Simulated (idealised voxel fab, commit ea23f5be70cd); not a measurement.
process module | voxel self aligned contacts
We display cut, a cross-section 170 nm in width whose square cells are each 5 nm.
In what follows, cross-sections appear as grids of square cells, described through bands that run from the top down, where every band is one or more rows of cells.
Within each band entry, the heights of the top and of the bottom of the band appear first, in that order and in nm; the materials of the band then follow from left to right, each with its corresponding width in nm. The designation "edge to edge" on a single material indicates that it fills the band from edge to edge; the designation "blank" indicates empty space.
For the purposes of this specification, 0 denotes the height below which the wafer in its as-received condition is composed wholly of one material, and the lowermost band, lacking a lower limit, extends downward without end, as expressed in "from 0 down".
A width such as "30->40" changes by the same amount from each row of cells to the next, from the band's top row to its bottom row.
"no modification" -> step changed no cross-section cell.
Basically, "Closed voids list" tells you about the enclosed voids: empty spaces with no open way to the top, 8 cells or bigger, each written width x height at distance, where distance is from the left edge, all in nm.
If you see something after the settings on a step's line, that's the simulator's own remark about that step.
If you see "overlay nm" on a step's line and that step has a mask, it's telling you how far right of where it was planned the mask ended up; a negative number means it went left instead.
THESE ARE THE STEPS WE PLANNED FOR THE PROCESS
- 1: RECEIVE | material Si
- 2: OXIDIZE | depth nm 5
- 3: DIRECTIONAL_DEP | material polySi | thk nm 30
- 4: DIRECTIONAL_DEP | material SiN | thk nm 20
- 5: PATTERN | tone cover | mask id GATE | material resist | width nm 25 | pitch nm 50 | thk nm 20 | overlay nm 0
- 6: DIRECTIONAL_ETCH | etch materials SiN | depth nm 20
- 7: DIRECTIONAL_ETCH | etch materials polySi | depth nm 30
- 8: STRIP | etch materials resist
- 9: CONFORMAL_DEP | material SiN | thk nm 5
- 10: DIRECTIONAL_ETCH | etch materials SiN | depth nm 5
- 11: FILL_DEP | material SiO2 | thk nm 15
- 12: CMP | height nm 55
- 13: MASKED_ETCH | tone open | mask id CONTACT | width nm 35 | etch materials SiO2 | depth nm 60 | overlay nm 0
- 14: CONFORMAL_DEP | material TiN | thk nm 5
- 15: FILL_DEP | material W | thk nm 10
- 16: CMP | height nm 55
- 17: CONFORMAL_DEP | material SiCN | thk nm 5
WAFER CROSS-SECTION ON RECEIPT, I.E. AFTER STEP 1
- from 0 down: Si edge to edge
- Closed voids list: none
RESULT OF THE MODULE, CROSS-SECTIONED: START PER ABOVE, PLAN PER ABOVE, ONE ERROR IN HOW IT WAS RUN
- from 60 to 55: TiN edge to edge
- from 55 to 50: SiO2 65, TiN 15, W 5, TiN 15, SiO2 70
- from 50 to 30: SiO2 40, SiN 35, TiN 5, W 5, TiN 5, SiN 35, SiO2 45
- from 30 to 0: SiO2 40, SiN 5, polySi 25, SiN 5, TiN 5, W 5, TiN 5, SiN 5, polySi 25, SiN 5, SiO2 45
- from 0 to -5: SiO2 75, TiN 15, SiO2 80
- from -5 down: Si edge to edge
- Closed voids list: none
Run error: step 17 changed vs plan, executed as CONFORMAL_DEP | material TiN | thk nm 5
